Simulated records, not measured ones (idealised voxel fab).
Module name: voxel plated lines (process module)
Cross-sectional view cut (width: 175 nm; square cell size: 5 nm).
Bands, listed from the top down, are how a cross-section gets written in this document; the cross-section itself is a grid of square cells, and a band is one or more rows of them.
The band entry comprises the height of the band's top followed by the height of its bottom, expressed in nm, and subsequently the band's materials from left to right, each stated together with its width in nm. Where a single material is marked with the word "edge to edge", that material fills the band from edge to edge. The word "empty" represents empty space.
Height datum 0, below which the as-received substrate wafer is one material. Lowest band open at the bottom, running downward: "0 down".
Width spec "30 to 40" -> top row of cells at first value, bottom row at second value, equal per-row change in between.
"no modifications", as given for a step, is the statement that not any cell of the cross-section underwent a change during that step.
Listed in "Cavities, sealed": every empty space of 8 or more cells without an open way to the top. Form: width x height at distance, the distance being from the left edge, all in nm.
On each step's line, the part that comes after the settings is the simulator's own comment on the step.
The line of a step may include "overlay nm". On a step with a mask, this value is how far to the right of its planned place the mask lay. A negative value means the mask lay to the left.

**The steps planned for the process are as follows**
step 1: RECEIVE: material Si
step 2: CONFORMAL_DEP: material SiO2, thk nm 5
step 3: DIRECTIONAL_DEP: material TiN, thk nm 5
step 4: PATTERN: tone open, mask id LINES, material resist, width nm 20, pitch nm 40, thk nm 40, overlay nm 0
step 5: EPI: material Ru, thk nm 5
step 6: EPI: material Ru, thk nm 5
step 7: EPI: material Ru, thk nm 10
step 8: STRIP: etch materials resist
step 9: DIRECTIONAL_ETCH: etch materials TiN, depth nm 5
step 10: CONFORMAL_DEP: material SiN, thk nm 10

**Cross-section, incoming material, after step 1**
0 down  Si edge to edge
Cavities, sealed: none

**Wafer cross-section at module end: first of two, run to plan**
40 to 30  empty: 25, SiN: 120, empty: 30
30 to 15  empty: 25, SiN: 10, Ru: 20, SiN: 20, Ru: 20, SiN: 20, Ru: 20, SiN: 10, empty: 30
15 to 10  SiN: 35, Ru: 20, SiN: 20, Ru: 20, SiN: 20, Ru: 20, SiN: 40
10 to 5  SiN: 35, TiN: 20, SiN: 20, TiN: 20, SiN: 20, TiN: 20, SiN: 40
5 to 0  SiO2 edge to edge
0 down  Si edge to edge
Cavities, sealed: none

**Cross-section, wafer two of two, end of module: same start and plan as wafer one, one error in execution**
40 to 30  empty: 25, SiN: 120, empty: 30
30 to 25  empty: 25, SiN: 10, Ru: 20, SiN: 20, Ru: 20, SiN: 20, Ru: 20, SiN: 10, empty: 30
25 to 15  SiN: 35, Ru: 20, SiN: 20, Ru: 20, SiN: 20, Ru: 20, SiN: 40
15 to 10  Ru edge to edge
10 to 5  TiN edge to edge
5 to 0  SiO2 edge to edge
0 down  Si edge to edge
Cavities, sealed: none
Processing error: transposition of steps 4 and 5 relative to the planned sequence
At the finish, the second wafer shows more or fewer cells for some materials than the first does: +23 Ru; -24 SiN; +23 TiN
